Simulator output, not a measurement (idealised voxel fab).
The following process module bears the name voxel plated lines.
The width of the displayed cross-section, cut, is 240 nm; its cells are square, with a size of 5 nm.
If you're reading a cross-section in this doc, picture square cells in a grid; it comes to you as bands, top ones listed first down to the bottom, and a band can be one or more rows of cells. The entry gives the band's vertical extent as a top height and a bottom height in nm, then its horizontal make-up as materials from left to right, each with a width in nm. "blank" stands for empty space; a single material marked "all across" fills the band edge to edge. Heights from 0 (as-received wafer is one material below). Bottom band endless downward, as "top 0, no bottom". A width given as "30 to 40" starts at the first number in the band's top row and ends at the second number in its bottom row, shifting by an equal amount at every step from row to row. The cross-section has no changed cell in any step marked "same as before". "Cavities, closed" specifies each empty space that is not open to the top and that occupies no fewer than 8 cells, using the form width x height at distance, the distance measured from the left edge and all three quantities in nm. Text after the settings on a step's line: the simulator's own remark on that step. The optional step-line setting "overlay nm" applies to steps with a mask and quantifies how far to the right of its planned location the mask lay, a negative value indicating leftward placement.
Steps planned for the process
1: RECEIVE (material Si)
2: CONFORMAL_DEP (material Al2O3; thk nm 5)
3: DIRECTIONAL_DEP (material TiN; thk nm 5)
4: PATTERN (tone open; mask id LINES; material resist; width nm 20; pitch nm 50; thk nm 40; overlay nm 0)
5: EPI (material Ru; thk nm 10)
6: EPI (material Ru; thk nm 10)
7: EPI (material Ru; thk nm 5)
8: STRIP (etch materials resist)
9: DIRECTIONAL_ETCH (etch materials TiN; depth nm 5)
10: CONFORMAL_DEP (material SiO2; thk nm 10)
The cross-section here shows the wafer as received, i.e. in its state after step 1
* top 0, no bottom | Si all across
* Cavities, closed: none
Module complete - cross-section of the first of two wafers, run according to plan
* top 45, bottom 35 | blank=25 | SiO2=40 | blank=10 | SiO2=40 | blank=10 | SiO2=40 | blank=10 | SiO2=40 | blank=25
* top 35, bottom 15 | blank=25 | SiO2=10 | Ru=20 | SiO2=10 | blank=10 | SiO2=10 | Ru=20 | SiO2=10 | blank=10 | SiO2=10 | Ru=20 | SiO2=10 | blank=10 | SiO2=10 | Ru=20 | SiO2=10 | blank=25
* top 15, bottom 10 | SiO2=35 | Ru=20 | SiO2=30 | Ru=20 | SiO2=30 | Ru=20 | SiO2=30 | Ru=20 | SiO2=35
* top 10, bottom 5 | SiO2=35 | TiN=20 | SiO2=30 | TiN=20 | SiO2=30 | TiN=20 | SiO2=30 | TiN=20 | SiO2=35
* top 5, bottom 0 | Al2O3 all across
* top 0, no bottom | Si all across
* Cavities, closed: none
End of module, second wafer, cross-section. Started like the first, planned like the first, run with one mistake
* top 45, bottom 35 | blank=20 | SiO2=40 | blank=10 | SiO2=40 | blank=10 | SiO2=40 | blank=10 | SiO2=40 | blank=30
* top 35, bottom 15 | blank=20 | SiO2=10 | Ru=20 | SiO2=10 | blank=10 | SiO2=10 | Ru=20 | SiO2=10 | blank=10 | SiO2=10 | Ru=20 | SiO2=10 | blank=10 | SiO2=10 | Ru=20 | SiO2=10 | blank=30
* top 15, bottom 10 | SiO2=30 | Ru=20 | SiO2=30 | Ru=20 | SiO2=30 | Ru=20 | SiO2=30 | Ru=20 | SiO2=40
* top 10, bottom 5 | SiO2=30 | TiN=20 | SiO2=30 | TiN=20 | SiO2=30 | TiN=20 | SiO2=30 | TiN=20 | SiO2=40
* top 5, bottom 0 | Al2O3 all across
* top 0, no bottom | Si all across
* Cavities, closed: none
It is concluded that the wafer was processed incorrectly with respect to the plan, in that step 4 ran as: PATTERN (tone open; mask id LINES; material resist; width nm 20; pitch nm 50; thk nm 40; overlay nm -5)
Final wafers compared: equal cell tally per material, rearranged layout.
